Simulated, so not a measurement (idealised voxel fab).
Process module under the name voxel self aligned vias
The figure presents cross-section cut, which has a width of 220 nm and is divided into square cells with an edge length of 5 nm.
We lay out every cross-section as a grid of square cells and spell it out in bands from the top down, where one band means one or more rows of cells.
Each band's line starts with the height of the band's top and of its bottom, in nm. Then come its materials from left to right, each with its width in nm. One material with "full width" fills the band from edge to edge. "air" is empty space.
Counting heights begins at 0, where everything beneath is, in the wafer as received, one material. The lowest band has no bottom; it goes on downwards, as "from 0 down" shows.
When a width is written as two numbers, as in "30..40", the first number is the width in the top row of cells of the band and the second is the width in its bottom row, and the width changes by the same amount from each row to the next.
The designation "remained unchanged", where it is given for a processing step, indicates that no cell of the cross-section was altered in the course of that step.
"Voids lacking openings" enumerates empty spaces isolated from the top, with no open way to it, that contain at least 8 cells, giving each as width x height at distance from the left edge, all three in nm.
What comes after the settings on a step's line is commentary from the simulator itself on that step.
"overlay nm" denotes, for a step that has a mask, the displacement of the mask to the right of its planned place, with negative values corresponding to the left.
PROCESS STEPS FORESEEN IN THE PLAN
1,op RECEIVE | material Si
2,op CONFORMAL_DEP | material SiO2 | thk nm 10
3,op CONFORMAL_DEP | material SiCN | thk nm 5
4,op DIRECTIONAL_DEP | material lowk | thk nm 25
5,op PATTERN | tone open | mask id LINES | material resist | width nm 20 | pitch nm 65 | thk nm 15 | overlay nm 0
6,op DIRECTIONAL_ETCH | etch materials lowk | depth nm 25
7,op STRIP | etch materials resist
8,op CONFORMAL_DEP | material TiN | thk nm 5
9,op FILL_DEP | material Ru | thk nm 10
10,op CMP | height nm 40
11,op SELECTIVE_ETCH | etch materials W Ru TiN | depth nm 10
12,op FILL_DEP | material SiN | thk nm 10
13,op CMP | height nm 40
14,op DIRECTIONAL_DEP | material lowk | thk nm 20
15,op DIRECTIONAL_DEP | material aC | thk nm 10
16,op PATTERN | tone open | mask id VIAS | material resist | width nm 40 | thk nm 25 | overlay nm 0
17,op DIRECTIONAL_ETCH | etch materials aC | depth nm 10
18,op STRIP | etch materials resist
19,op DIRECTIONAL_ETCH | etch materials lowk | depth nm 20
20,op DIRECTIONAL_ETCH | etch materials SiN | depth nm 10
21,op STRIP | etch materials aC
22,op CONFORMAL_DEP | material TiN | thk nm 5
23,op FILL_DEP | material W | thk nm 5
24,op CMP | height nm 60
25,op CONFORMAL_DEP | material SiCN | thk nm 5
CROSS-SECTION OF THE WAFER AS IT CAME TO US, I.E., ALREADY THROUGH STEP 1
- from 0 down = Si full width
- Voids lacking openings: none
LOOKING AT THE FIRST OF TWO WAFERS IN CROSS-SECTION AT END OF MODULE - RAN TO PLAN
- from 65 to 60 = SiCN full width
- from 60 to 45 = 55 nm lowk | 5 nm TiN | 30 nm W | 5 nm TiN | 125 nm lowk
- from 45 to 40 = 55 nm lowk | 15 nm TiN | 10 nm W | 15 nm TiN | 125 nm lowk
- from 40 to 35 = 65 nm lowk | 5 nm TiN | 10 nm W | 5 nm TiN | 45 nm lowk | 20 nm SiN | 70 nm lowk
- from 35 to 30 = 65 nm lowk | 20 nm TiN | 45 nm lowk | 20 nm SiN | 70 nm lowk
- from 30 to 20 = 65 nm lowk | 5 nm TiN | 10 nm Ru | 5 nm TiN | 45 nm lowk | 5 nm TiN | 10 nm Ru | 5 nm TiN | 70 nm lowk
- from 20 to 15 = 65 nm lowk | 20 nm TiN | 45 nm lowk | 20 nm TiN | 70 nm lowk
- from 15 to 10 = SiCN full width
- from 10 to 0 = SiO2 full width
- from 0 down = Si full width
- Voids lacking openings: none
WAFER TWO, END OF MODULE, CROSS-SECTION. SAME START, SAME PLAN AS WAFER ONE. ONE MISTAKE IN THE RUN
- from 65 to 60 = SiCN full width
- from 60 to 45 = 55 nm lowk | 5 nm TiN | 30 nm W | 5 nm TiN | 125 nm lowk
- from 45 to 40 = 55 nm lowk | 40 nm TiN | 125 nm lowk
- from 40 to 35 = SiCN full width
- from 35 to 10 = lowk full width
- from 10 to 0 = SiO2 full width
- from 0 down = Si full width
- Voids lacking openings: none
The mistake made against the process plan was this: steps 3 and 4 traded places in the executed sequence
End of process, cell counts, second wafer against first, materials with more or fewer: Ru: 8 fewer, SiN: 8 fewer, TiN: 20 fewer, W: 4 fewer, lowk: 40 more
